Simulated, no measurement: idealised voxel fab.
process module | voxel self aligned vias
cross-section cut | 160 nm wide | cells 5 nm
A cross-section is a grid of square cells, given in bands from the top down. A band is one or more rows of cells.
Each band's line starts with the height of the band's top and of its bottom, in nm. Then come its materials from left to right, each with its width in nm. One material with "throughout" fills the band from edge to edge. "air" is empty space.
Height 0 is the level under which the wafer as received is all one material. The lowest band goes on downwards, as in "0 down".
A width such as "30 to 40" changes by the same amount from each row of cells to the next, from the band's top row to its bottom row.
"no change" after a step means that no cell of the cross-section changed.
closed voids: empty space of 8 cells or more with no open way to the top, each as width x height at its distance from the left edge, in nm
after a step's settings: what the simulator itself notes on the step
overlay nm, on a step with a mask: how far to the right of its planned place the mask lay; to the left if negative
plan
1 op RECEIVE | material Si
2 op CONFORMAL_DEP | material SiO2 | thk nm 15
3 op CONFORMAL_DEP | material SiCN | thk nm 5
4 op DIRECTIONAL_DEP | material lowk | thk nm 20
5 op MASKED_ETCH | tone open | mask id LINES | width nm 20 | pitch nm 45 | etch materials lowk | depth nm 20 | overlay nm 0
6 op CONFORMAL_DEP | material TiN | thk nm 5
7 op FILL_DEP | material W | thk nm 5
8 op CMP | height nm 40
9 op SELECTIVE_ETCH | etch materials W Ru TiN | depth nm 10
10 op FILL_DEP | material SiN | thk nm 5
11 op CMP | height nm 40
12 op DIRECTIONAL_DEP | material lowk | thk nm 15
13 op PATTERN | tone open | mask id VIAS | material resist | width nm 30 | pitch nm 45 | thk nm 20 | overlay nm -15
14 op DIRECTIONAL_ETCH | etch materials lowk | depth nm 15
15 op DIRECTIONAL_ETCH | etch materials SiN | depth nm 10
16 op STRIP | etch materials resist
17 op CONFORMAL_DEP | material TiN | thk nm 5
18 op FILL_DEP | material Ru | thk nm 5
19 op CMP | height nm 55
20 op CONFORMAL_DEP | material SiN | thk nm 5
varied across the wafers: overlay nm of step 13. The plan shows the first wafer's value. All wafers start alike
first wafer as received, after step 1
  0 down: Si throughout
  closed voids: none
each wafer at the end: cells of each material gained (+) or lost (-) since it was received, then its closed voids
overlay nm -15 | +16 Ru | +32 SiCN | +40 SiN | +96 SiO2 | +40 TiN | +4 W | +156 lowk | closed voids: none
overlay nm -10 | +20 Ru | +32 SiCN | +36 SiN | +96 SiO2 | +40 TiN | +4 W | +156 lowk | closed voids: none
overlay nm -5 | +24 Ru | +32 SiCN | +32 SiN | +96 SiO2 | +40 TiN | +4 W | +156 lowk | closed voids: none
overlay nm 0 | +24 Ru | +32 SiCN | +32 SiN | +96 SiO2 | +40 TiN | +4 W | +156 lowk | closed voids: none
overlay nm 5 | +24 Ru | +32 SiCN | +32 SiN | +96 SiO2 | +40 TiN | +4 W | +156 lowk | closed voids: none
overlay nm 10 | +20 Ru | +32 SiCN | +36 SiN | +96 SiO2 | +40 TiN | +4 W | +156 lowk | closed voids: none
overlay nm 15 | +16 Ru | +32 SiCN | +40 SiN | +96 SiO2 | +40 TiN | +4 W | +156 lowk | closed voids: none
